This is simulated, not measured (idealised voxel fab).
The following is a process module called voxel lift off.
The figure presents cross-section cut, which has a width of 185 nm and is divided into square cells with an edge length of 5 nm.
Cross-section layout: square cells on a grid; listed as bands, top to bottom; a band spans one or more cell rows.
The entry gives the band's vertical extent as a top height and a bottom height in nm, then its horizontal make-up as materials from left to right, each with a width in nm. "empty" stands for empty space; a single material marked "all across" fills the band edge to edge.
It should be noted that heights are counted from 0, beneath which the wafer as supplied is of one material throughout, and that the lowest band possesses no lower boundary but continues downward, as written in "0..down".
So if you see something like "30->40" for the width, read it as the top row of the band sitting at the first number and the bottom row at the second, with every row in between moving by the same amount as the last.
"no modification" means the step left every cell of the cross-section as it was.
The entry titled "Fully sealed cavities" provides the empty spaces that have no open way to the top, restricted to those of 8 cells or more. Each is presented as width x height at distance, the distance being measured from the left edge, with all three in nm.
Anything after a step's settings on that line? It's the simulator's own note about the step.
overlay nm: mask right of planned place by this much (step with mask). Neg. = left.
Process steps foreseen in the plan:
- 1: RECEIVE, material Si
- 2: CONFORMAL_DEP, material SiO2, thk nm 15
- 3: PATTERN, tone open, mask id LINES, material resist, width nm 25, pitch nm 55, thk nm 25, overlay nm 0
- 4: DIRECTIONAL_DEP, material Ru, thk nm 10
- 5: STRIP, etch materials resist
- 6: CONFORMAL_DEP, material SiO2, thk nm 10
Cross-section: wafer on arrival = after step 1:
> 0..down  Si all across
> Fully sealed cavities: none
First of two wafers: cross-section at end of module, run per plan:
> 35..25  empty: 40 / SiO2: 45 / empty: 10 / SiO2: 45 / empty: 45
> 25..15  SiO2: 50 / Ru: 25 / SiO2: 30 / Ru: 25 / SiO2: 55
> 15..0  SiO2 all across
> 0..down  Si all across
> Fully sealed cavities: none
Same start, same plan as the first wafer - but one mistake in the run. Cross-section of the second of the two at the end of the module:
> 25..0  SiO2 all across
> 0..down  Si all across
> Fully sealed cavities: none
Want to know what went wrong? with respect to the plan, step 4 was omitted and not executed
Final comparison by cell count, materials where the second wafer has more or fewer than the first: Ru -20 | SiO2 -16
